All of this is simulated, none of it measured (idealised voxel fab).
process module | voxel double patterning
cross-section cut | 265 nm wide | cells 5 nm
A cross-section is a grid of square cells, given in bands from the top down. A band is one or more rows of cells.
Each band's line starts with the height of the band's top and of its bottom, in nm. Then come its materials from left to right, each with its width in nm. One material with "throughout" fills the band from edge to edge. "air" is empty space.
Height 0 is the level under which the wafer as received is all one material. The lowest band goes on downwards, as in "0 down".
A width such as "30 to 40" changes by the same amount from each row of cells to the next, from the band's top row to its bottom row.
"no change" after a step means that no cell of the cross-section changed.
closed voids: empty space of 8 cells or more with no open way to the top, each as width x height at its distance from the left edge, in nm
after a step's settings: what the simulator itself notes on the step
overlay nm, on a step with a mask: how far to the right of its planned place the mask lay; to the left if negative
plan
1 op RECEIVE | material Si
2 op CONFORMAL_DEP | material SiO2 | thk nm 10
3 op DIRECTIONAL_DEP | material polySi | thk nm 20
4 op DIRECTIONAL_DEP | material SiCN | thk nm 5
5 op DIRECTIONAL_DEP | material aC | thk nm 15
6 op PATTERN | tone open | mask id FIRST | material resist | width nm 15 | pitch nm 50 | thk nm 35 | overlay nm 0
7 op DIRECTIONAL_ETCH | etch materials aC | depth nm 15
8 op STRIP | etch materials resist
9 op DIRECTIONAL_ETCH | etch materials SiCN | depth nm 5
10 op STRIP | etch materials aC
11 op PATTERN | tone open | mask id SECOND | material resist | width nm 15 | thk nm 20 | overlay nm 0
12 op DIRECTIONAL_ETCH | etch materials SiCN | depth nm 5
13 op STRIP | etch materials resist
14 op DIRECTIONAL_ETCH | etch materials polySi | depth nm 20
15 op STRIP | etch materials SiCN
as received, after step 1
  0 down: Si throughout
  closed voids: none
first wafer at the end, as planned
  30 to 10: polySi 100 | air 15 | polySi 10 | air 15 | polySi 10 | air 15 | polySi 100
  10 to 0: SiO2 throughout
  0 down: Si throughout
  closed voids: none
second wafer at the end: like start, like plan, one mistake
  30 to 10: polySi 100 | air 15 | polySi 20 | air 30 | polySi 100
  10 to 0: SiO2 throughout
  0 down: Si throughout
  closed voids: none
what went wrong: step 11 ran as: op PATTERN | tone open | mask id SECOND | material resist | width nm 15 | thk nm 20 | overlay nm 10
at the end the second wafer has, in cells: as many of each material as the first, in other places
